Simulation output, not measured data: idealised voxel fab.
process module | voxel transistor to metal
cross-section cut | 185 nm wide | cells 5 nm
A cross-section is a grid of square cells, given in bands from the top down. A band is one or more rows of cells.
Each band's line starts with the height of the band's top and of its bottom, in nm. Then come its materials from left to right, each with its width in nm. One material with "throughout" fills the band from edge to edge. "air" is empty space.
Height 0 is the level under which the wafer as received is all one material. The lowest band goes on downwards, as in "0 down".
A width such as "30 to 40" changes by the same amount from each row of cells to the next, from the band's top row to its bottom row.
"no change" after a step means that no cell of the cross-section changed.
closed voids: empty space of 8 cells or more with no open way to the top, each as width x height at its distance from the left edge, in nm
after a step's settings: what the simulator itself notes on the step
overlay nm, on a step with a mask: how far to the right of its planned place the mask lay; to the left if negative
plan
1 op RECEIVE | material Si
2 op CONFORMAL_DEP | material SiO2 | thk nm 5
3 op CONFORMAL_DEP | material SiN | thk nm 10
4 op MASKED_ETCH | tone cover | mask id ACTIVE | width nm 110 | etch materials SiN | depth nm 10 | overlay nm 0
5 op MASKED_ETCH | tone cover | mask id ACTIVE | width nm 110 | etch materials SiO2 | depth nm 5 | overlay nm 0
6 op MASKED_ETCH | tone cover | mask id ACTIVE | width nm 110 | etch materials Si | depth nm 35 | overlay nm 0
7 op OXIDIZE | depth nm 5
8 op FILL_DEP | material SiO2 | thk nm 10
9 op CMP | height nm 15
10 op SELECTIVE_ETCH | etch materials SiO2 | depth nm 10
11 op STRIP | etch materials SiN
12 op SELECTIVE_ETCH | etch materials SiO2 | depth nm 5
13 op OXIDIZE | depth nm 5
14 op DIRECTIONAL_DEP | material polySi | thk nm 30
15 op DIRECTIONAL_DEP | material SiCN | thk nm 10
16 op MASKED_ETCH | tone cover | mask id GATE | width nm 30 | etch materials SiCN | depth nm 20 | overlay nm 0
17 op MASKED_ETCH | tone cover | mask id GATE | width nm 30 | etch materials polySi | depth nm 40 | overlay nm 0
18 op CONFORMAL_DEP | material SiN | thk nm 10
19 op DIRECTIONAL_ETCH | etch materials SiN | depth nm 10
20 op DIRECTIONAL_ETCH | etch materials SiO2 | depth nm 5
21 op DIRECTIONAL_ETCH | etch materials Si | depth nm 10
22 op EPI | material pSi | thk nm 10
23 op FILL_DEP | material SiO2 | thk nm 5
24 op CMP | height nm 30
25 op STRIP | etch materials polySi
26 op SELECTIVE_ETCH | etch materials SiO2 | depth nm 5
27 op CONFORMAL_DEP | material HfO2 | thk nm 5
28 op CONFORMAL_DEP | material TiN | thk nm 5
29 op FILL_DEP | material W | thk nm 5
30 op CMP | height nm 25
31 op DIRECTIONAL_DEP | material SiO2 | thk nm 10
32 op MASKED_ETCH | tone open | mask id CONTACT | width nm 20 | pitch nm 80 | etch materials SiO2 | depth nm 40 | overlay nm 0
33 op CONFORMAL_DEP | material TiN | thk nm 5
34 op FILL_DEP | material Ru | thk nm 5
35 op CMP | height nm 35
36 op DIRECTIONAL_DEP | material TiN | thk nm 5
37 op DIRECTIONAL_DEP | material Ru | thk nm 15
38 op PATTERN | tone cover | mask id METAL_1 | material resist | width nm 20 | pitch nm 80 | thk nm 15 | overlay nm 0
39 op DIRECTIONAL_ETCH | etch materials Ru | depth nm 15
40 op DIRECTIONAL_ETCH | etch materials TiN | depth nm 5
41 op STRIP | etch materials resist
42 op CONFORMAL_DEP | material SiCN | thk nm 5
43 op FILL_DEP | material lowk | thk nm 10
44 op CMP | height nm 55
45 op CONFORMAL_DEP | material SiCN | thk nm 5
46 op DIRECTIONAL_DEP | material SiO2 | thk nm 25
47 op DIRECTIONAL_DEP | material aC | thk nm 15
48 op PATTERN | tone open | mask id METAL_2_HOLES | material resist | width nm 15 | pitch nm 80 | thk nm 30 | overlay nm 0
49 op DIRECTIONAL_ETCH | etch materials aC | depth nm 15
50 op STRIP | etch materials resist
51 op DIRECTIONAL_ETCH | etch materials SiO2 | depth nm 25
52 op STRIP | etch materials aC
53 op DIRECTIONAL_DEP | material aC | thk nm 10
54 op PATTERN | tone open | mask id METAL_2 | material resist | width nm 20 | pitch nm 80 | thk nm 30 | overlay nm 0
55 op DIRECTIONAL_ETCH | etch materials aC | depth nm 10
56 op STRIP | etch materials resist
57 op DIRECTIONAL_ETCH | etch materials SiO2 | depth nm 15
58 op DIRECTIONAL_ETCH | etch materials SiCN | depth nm 5
59 op STRIP | etch materials aC
60 op CONFORMAL_DEP | material TiN | thk nm 5
61 op FILL_DEP | material Cu | thk nm 5
62 op CMP | height nm 85
63 op CONFORMAL_DEP | material SiN | thk nm 5
as received, after step 1
  0 down: Si throughout
  closed voids: none
a wafer at the end: this start, this plan, one mistake
  90 to 85: SiN throughout
  85 to 75: SiO2 40 | TiN 5 | Cu 10 | TiN 5 | SiO2 60 | TiN 5 | Cu 10 | TiN 5 | SiO2 45
  75 to 70: SiO2 40 | TiN 5 | Cu 5 | TiN 10 | SiO2 60 | TiN 5 | Cu 5 | TiN 10 | SiO2 45
  70 to 60: SiO2 40 | TiN 5 | Cu 5 | TiN 5 | SiO2 65 | TiN 5 | Cu 5 | TiN 5 | SiO2 50
  60 to 55: SiCN 40 | TiN 15 | SiCN 65 | TiN 15 | SiCN 50
  55 to 40: lowk 35 | SiCN 5 | Ru 20 | SiCN 5 | lowk 50 | SiCN 5 | Ru 20 | SiCN 5 | lowk 40
  40 to 35: SiCN 40 | TiN 20 | SiCN 60 | TiN 20 | SiCN 45
  35 to 30: SiO2 40 | TiN 5 | Ru 10 | TiN 5 | SiO2 60 | TiN 5 | Ru 10 | TiN 5 | SiO2 45
  30 to 25: SiO2 40 | TiN 20 | SiO2 60 | TiN 20 | SiO2 45
  25 to 5: aC 65 | SiN 10 | HfO2 5 | TiN 5 | W 10 | TiN 5 | HfO2 5 | SiN 10 | aC 70
  5 to 0: aC 55 | pSi 10 | SiN 10 | HfO2 5 | TiN 20 | HfO2 5 | SiN 10 | pSi 10 | aC 60
  0 to -5: aC 55 | pSi 10 | SiO2 5 | HfO2 40 | SiO2 5 | pSi 10 | aC 60
  -5 to -15: SiO2 40 | pSi 25 | Si 50 | pSi 25 | SiO2 45
  -15 to -40: SiO2 40 | Si 100 | SiO2 45
  -40 down: Si throughout
  closed voids: none
what went wrong: step 23 ran as: op FILL_DEP | material aC | thk nm 5
